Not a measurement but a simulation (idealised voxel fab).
Documented hereafter: the process module known as voxel ribs on slabs.
The figure presents cross-section cut, which has a width of 255 nm and is divided into square cells with an edge length of 5 nm.
Cross-section format: a grid of square cells, given as bands from top to bottom; each band is one or more rows of cells.
Basically the band line says how high the top is and how high the bottom is, in nm, and then what's in it from left to right, every material with its width in nm. Empty space shows up as "air", and if a single material carries "everywhere" it runs the full band edge to edge.
It should be noted that heights are counted from 0, beneath which the wafer as supplied is of one material throughout, and that the lowest band possesses no lower boundary but continues downward, as written in "0 and below".
The width entry "30..40" should be interpreted row by row: the top row of cells in the band takes the first number, the bottom row takes the second number, and the change between adjacent rows is uniform throughout.
Key: "everything unchanged" - step with no changed cell in the cross-section.
Entry "Trapped voids" = empty spaces >= 8 cells with no open way to the top; each as width x height at distance, distance from left edge, all nm.
It should be noted that, on the line of a given step, the content following the step's settings is a remark produced by the simulator itself with respect to that step.
The "overlay nm" setting may appear on a step's line; for a step that uses a mask, it gives how far to the right of its planned position the mask lay, and a negative value indicates the left.
## These are the steps we planned for the process
1) RECEIVE | material Si
2) DIRECTIONAL_DEP | material SiO2 | thk nm 20
3) DIRECTIONAL_DEP | material SiN | thk nm 20
4) DIRECTIONAL_DEP | material aC | thk nm 10
5) PATTERN | tone cover | mask id RIB | material resist | width nm 15 | thk nm 25 | overlay nm 0
6) DIRECTIONAL_ETCH | etch materials aC | depth nm 10
7) STRIP | etch materials resist
8) DIRECTIONAL_ETCH | etch materials SiN | depth nm 10
9) STRIP | etch materials aC
10) PATTERN | tone cover | mask id SLAB | material resist | width nm 75 | thk nm 20 | overlay nm 0
11) DIRECTIONAL_ETCH | etch materials SiN | depth nm 10
12) STRIP | etch materials resist
13) FILL_DEP | material SiO2 | thk nm 20
14) CMP | height nm 50
15) DIRECTIONAL_DEP | material W | thk nm 10
16) MASKED_ETCH | tone cover | mask id HEATER | width nm 25 | etch materials W | depth nm 10 | overlay nm 0
17) CONFORMAL_DEP | material SiO2 | thk nm 5
## Received-state cross-section, reflecting completion of step 1
    0 and below | Si everywhere
    Trapped voids: none
## First of two wafers, end-of-module section, run followed plan
    65 down to 60 | air 110 nm | SiO2 35 nm | air 110 nm
    60 down to 55 | air 110 nm | SiO2 5 nm | W 25 nm | SiO2 5 nm | air 110 nm
    55 down to 50 | SiO2 115 nm | W 25 nm | SiO2 115 nm
    50 down to 40 | SiO2 everywhere
    40 down to 30 | SiO2 120 nm | SiN 15 nm | SiO2 120 nm
    30 down to 20 | SiO2 90 nm | SiN 75 nm | SiO2 90 nm
    20 down to 0 | SiO2 everywhere
    0 and below | Si everywhere
    Trapped voids: none
## Cross-sectional image of the second wafer of the two following completion of the module. Starting state and process plan were the same as for the first wafer; one execution error occurred
    75 down to 65 | air 100 nm | SiO2 55 nm | air 100 nm
    65 down to 60 | SiO2 everywhere
    60 down to 50 | SiO2 115 nm | W 25 nm | SiO2 115 nm
    50 down to 40 | SiO2 everywhere
    40 down to 30 | SiO2 120 nm | SiN 15 nm | SiO2 120 nm
    30 down to 20 | SiO2 90 nm | SiN 75 nm | SiO2 90 nm
    20 down to 0 | SiO2 everywhere
    0 and below | Si everywhere
    Trapped voids: none
Which mistake was made when the wafer was run? note that step 17 departed from the planned setting and was carried out as CONFORMAL_DEP | material SiO2 | thk nm 15
Cell-count delta at end, second wafer over first, by material: 110 more of SiO2
